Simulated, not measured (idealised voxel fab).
Documented hereafter: the process module known as voxel air gaps.
For reference, the cross-section in this document is cut, with width 285 nm and square cells of 5 nm.
When this document writes out a cross-section, it uses a grid of square cells and lists it as bands, beginning at the top and moving down, with a band standing for one or more rows of cells. Look at the band entry: it leads with the top's height and the bottom's height in nm. Then it lists the materials left to right, with a width in nm for each. The word "full width" on a single material says that material fills the band edge to edge. The word "blank" is empty space. It should be noted that heights are counted from 0, beneath which the wafer as supplied is of one material throughout, and that the lowest band possesses no lower boundary but continues downward, as written in "0 nm and below". A width such as "30..40" changes by the same amount from each row of cells to the next, from the band's top row to its bottom row. Any step labelled "no change" changed none of the cells in the cross-section. For the entry "Enclosed cavities", the listed items are empty spaces with no open way to the top whose size is 8 cells or more; each item follows the pattern width x height at distance, where distance is from the left edge and all three are in nm. Anything after a step's settings on that line? It's the simulator's own note about the step. The optional step-line setting "overlay nm" applies to steps with a mask and quantifies how far to the right of its planned location the mask lay, a negative value indicating leftward placement.

# Steps in the process plan
1,RECEIVE (material Si)
2,CONFORMAL_DEP (material SiO2; thk nm 15)
3,CONFORMAL_DEP (material SiN; thk nm 5)
4,DIRECTIONAL_DEP (material SiO2; thk nm 35)
5,PATTERN (tone open; mask id LINES; material resist; width nm 25; pitch nm 50; thk nm 20; overlay nm 0)
6,DIRECTIONAL_ETCH (etch materials SiO2; depth nm 35)
7,STRIP (etch materials resist)
8,CONFORMAL_DEP (material TiN; thk nm 5)
9,FILL_DEP (material W; thk nm 5)
10,CMP (height nm 55)
11,EPI (material Ru; thk nm 10)
12,SELECTIVE_ETCH (etch materials SiO2; depth nm 45)
13,CONFORMAL_DEP (material SiCN; thk nm 5)

# So this is the incoming wafer in cross-section - it's already been through step 1
0 nm and below = Si full width
Enclosed cavities: none

# Sectioned view, first of two wafers, at the close of the module, processed as intended in the plan
70 nm to 65 nm = 65 nm blank  155 nm SiCN  65 nm blank
65 nm to 55 nm = 65 nm blank  5 nm SiCN  45 nm Ru  5 nm SiCN  45 nm Ru  5 nm SiCN  45 nm Ru  5 nm SiCN  65 nm blank
55 nm to 50 nm = 65 nm blank  15 nm SiCN  5 nm TiN  15 nm W  5 nm TiN  25 nm SiCN  5 nm TiN  15 nm W  5 nm TiN  25 nm SiCN  5 nm TiN  15 nm W  5 nm TiN  15 nm SiCN  65 nm blank
50 nm to 25 nm = 75 nm blank  5 nm SiCN  5 nm TiN  15 nm W  5 nm TiN  5 nm SiCN  15 nm blank  5 nm SiCN  5 nm TiN  15 nm W  5 nm TiN  5 nm SiCN  15 nm blank  5 nm SiCN  5 nm TiN  15 nm W  5 nm TiN  5 nm SiCN  75 nm blank
25 nm to 20 nm = 80 nm SiCN  25 nm TiN  25 nm SiCN  25 nm TiN  25 nm SiCN  25 nm TiN  80 nm SiCN
20 nm to 15 nm = SiN full width
15 nm to 0 nm = SiO2 full width
0 nm and below = Si full width
Enclosed cavities: 15 x 25 at 110; 15 x 25 at 160

# Here's the second of our two wafers sectioned at module end. Same start as the first, same plan, but one mistake got made running it
70 nm to 65 nm = 60 nm blank  165 nm SiCN  60 nm blank
65 nm to 55 nm = 60 nm blank  5 nm SiCN  155 nm Ru  5 nm SiCN  60 nm blank
55 nm to 50 nm = 60 nm blank  15 nm SiCN  5 nm TiN  25 nm W  5 nm TiN  15 nm SiO2  5 nm TiN  25 nm W  5 nm TiN  15 nm SiO2  5 nm TiN  25 nm W  5 nm TiN  15 nm SiCN  60 nm blank
50 nm to 25 nm = 70 nm blank  5 nm SiCN  5 nm TiN  25 nm W  5 nm TiN  15 nm SiO2  5 nm TiN  25 nm W  5 nm TiN  15 nm SiO2  5 nm TiN  25 nm W  5 nm TiN  5 nm SiCN  70 nm blank
25 nm to 20 nm = 75 nm SiCN  35 nm TiN  15 nm SiO2  35 nm TiN  15 nm SiO2  35 nm TiN  75 nm SiCN
20 nm to 15 nm = SiN full width
15 nm to 0 nm = SiO2 full width
0 nm and below = Si full width
Enclosed cavities: none
Which mistake was made when the wafer was run? the process deviated at step 5: the operation and settings actually run there were PATTERN (tone open; mask id LINES; material resist; width nm 35; pitch nm 50; thk nm 20; overlay nm 0)
at the end the second wafer has, in cells: Ru: 8 more | SiCN: 44 fewer | SiO2: 42 more | TiN: 6 more | W: 36 more
At process end, closed voids number 2 in the first wafer and 0 in the second wafer.
